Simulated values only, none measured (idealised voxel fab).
Proc. module: voxel released beams
Cross-sectional view cut (width: 235 nm; square cell size: 5 nm).
Each cross-section below is a grid of square cells, stated as bands in top-down order, with one or more rows of cells making up each band.
The entry gives the band's vertical extent as a top height and a bottom height in nm, then its horizontal make-up as materials from left to right, each with a width in nm. "air" stands for empty space; a single material marked "full width" fills the band edge to edge.
It should be noted that heights are counted from 0, beneath which the wafer as supplied is of one material throughout, and that the lowest band possesses no lower boundary but continues downward, as written in "top 0, no bottom".
The two numbers in a width such as "30->40" mark its ends across the band: the first belongs to the top row of cells, the second to the bottom row, and from each row to the next the width moves by the same amount.
"changes: none", as given for a step, is the statement that not any cell of the cross-section underwent a change during that step.
Look at "Unvented cavities" for the closed voids: empty spaces with no open path to the top, sized 8 cells or up. Each is width x height at distance, distance from the left edge, all nm.
On a step's line, text after the settings is the simulator commenting on that step.
The line of a step may include "overlay nm". On a step with a mask, this value is how far to the right of its planned place the mask lay. A negative value means the mask lay to the left.

-- Planned process steps
1) RECEIVE (material Si)
2) CONFORMAL_DEP (material Al2O3; thk nm 5)
3) DIRECTIONAL_DEP (material SiO2; thk nm 10)
4) DIRECTIONAL_DEP (material aC; thk nm 10)
5) PATTERN (tone open; mask id ANCHOR; material resist; width nm 35; thk nm 30; overlay nm 0)
6) DIRECTIONAL_ETCH (etch materials aC; depth nm 10)
7) STRIP (etch materials resist)
8) DIRECTIONAL_ETCH (etch materials SiO2; depth nm 10)
9) STRIP (etch materials aC)
10) CONFORMAL_DEP (material SiN; thk nm 15)
11) PATTERN (tone cover; mask id BEAM; material resist; width nm 120; thk nm 15; overlay nm 0)
12) DIRECTIONAL_ETCH (etch materials SiN; depth nm 15)
13) STRIP (etch materials resist)
14) STRIP (etch materials SiO2)

-- As-received wafer cross-section (after step 1)
top 0, no bottom | Si full width
Unvented cavities: none

-- The first of two wafers, cross-sectioned at the end of the module, with the run proceeding as planned
top 30, bottom 20 | air=55 | SiN=20 | air=5 | SiN=95 | air=60
top 20, bottom 15 | air=55 | SiN=120 | air=60
top 15, bottom 5 | air=60 | SiN=35 | air=140
top 5, bottom 0 | Al2O3 full width
top 0, no bottom | Si full width
Unvented cavities: none

-- Second wafer cross-section at end of module - shared start and plan with the first, one mistake in the run
top 30, bottom 20 | air=55 | SiN=20 | air=10 | SiN=90 | air=60
top 20, bottom 15 | air=55 | SiN=120 | air=60
top 15, bottom 5 | air=60 | SiN=40 | air=135
top 5, bottom 0 | Al2O3 full width
top 0, no bottom | Si full width
Unvented cavities: none
what went wrong: step 5 off recipe, ran as PATTERN (tone open; mask id ANCHOR; material resist; width nm 40; thk nm 30; overlay nm 0)
Upon completion, the cell count for each material on the second wafer equals that on the first, whereas the spatial distribution of those cells differs.
